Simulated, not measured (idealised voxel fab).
The following process module bears the name voxel ribs on slabs.
Shown is cross-section cut, with a width of 270 nm and square cells of size 5 nm.
Heads up, the way a cross-section reads in here is a grid of square cells, handed over as bands from the top down, with every band being one or more rows of cells.
Read a band's entry like this: the first values are the height of its top and the height of its bottom in nm, and what follows is the sequence of materials from left to right, each with its width in nm. Note that "empty" is empty space, and that a single material marked "all across" reaches across the band from edge to edge.
For the purposes of this specification, 0 denotes the height below which the wafer in its as-received condition is composed wholly of one material, and the lowermost band, lacking a lower limit, extends downward without end, as expressed in "0 -> down".
So if you see something like "30 to 40" for the width, read it as the top row of the band sitting at the first number and the bottom row at the second, with every row in between moving by the same amount as the last.
Basically "remained the same" means that step didn't change any cell in the cross-section.
Trapped void list: empty space of 8 cells or more with no open way to the top, each as width x height at its distance from the left edge, in nm
Past the settings on a step's line: simulator remark, on that step.
What "overlay nm" on a step's line means: if the step has a mask, that mask lay this far to the right of its planned place, or, when the value is negative, to the left.

[Steps in the process plan]
1 RECEIVE, material Si
2 DIRECTIONAL_DEP, material SiO2, thk nm 20
3 DIRECTIONAL_DEP, material polySi, thk nm 25
4 MASKED_ETCH, tone cover, mask id RIB, width nm 20, etch materials polySi, depth nm 20, overlay nm 0
5 PATTERN, tone cover, mask id SLAB, material resist, width nm 70, thk nm 20, overlay nm 0
6 DIRECTIONAL_ETCH, etch materials polySi, depth nm 5
7 STRIP, etch materials resist
8 FILL_DEP, material SiO2, thk nm 20
9 CMP, height nm 65
10 DIRECTIONAL_DEP, material TiN, thk nm 10
11 DIRECTIONAL_DEP, material aC, thk nm 10
12 PATTERN, tone cover, mask id HEATER, material resist, width nm 30, thk nm 30, overlay nm 0
13 DIRECTIONAL_ETCH, etch materials aC, depth nm 10
14 STRIP, etch materials resist
15 DIRECTIONAL_ETCH, etch materials TiN, depth nm 10
16 STRIP, etch materials aC
17 CONFORMAL_DEP, material SiO2, thk nm 10
What sets these wafers apart? The thk nm at step 2. They all start alike, and the plan carries the first wafer's value.

[Step 1 complete: as-received cross-section of the first of several wafers]
	0 -> down | Si all across
	Trapped void list: none

[At the end of the module, after its last step, step 17, the first of several wafers appears in cross-section as follows]
	85 -> 75 | empty (110) / SiO2 (50) / empty (110)
	75 -> 65 | SiO2 (120) / TiN (30) / SiO2 (120)
	65 -> 45 | SiO2 all across
	45 -> 25 | SiO2 (125) / polySi (20) / SiO2 (125)
	25 -> 20 | SiO2 (100) / polySi (70) / SiO2 (100)
	20 -> 0 | SiO2 all across
	0 -> down | Si all across
	Trapped void list: none

[last wafer at the end]
	85 -> 75 | empty (110) / SiO2 (50) / empty (110)
	75 -> 65 | SiO2 (120) / TiN (30) / SiO2 (120)
	65 -> 50 | SiO2 (125) / polySi (20) / SiO2 (125)
	50 -> 45 | SiO2 (100) / polySi (70) / SiO2 (100)
	45 -> 0 | SiO2 all across
	0 -> down | Si all across
	Trapped void list: none

[Rows = wafers. At module end, each row lists per material the cells gained (+) or lost (-) since the wafer was received, then the closed voids]
thk nm 20 | +788 SiO2 | +12 TiN | +30 polySi | Trapped void list: none
thk nm 25 | +788 SiO2 | +12 TiN | +30 polySi | Trapped void list: none
thk nm 30 | +788 SiO2 | +12 TiN | +30 polySi | Trapped void list: none
thk nm 35 | +788 SiO2 | +12 TiN | +30 polySi | Trapped void list: none
thk nm 40 | +788 SiO2 | +12 TiN | +30 polySi | Trapped void list: none
thk nm 45 | +792 SiO2 | +12 TiN | +26 polySi | Trapped void list: none
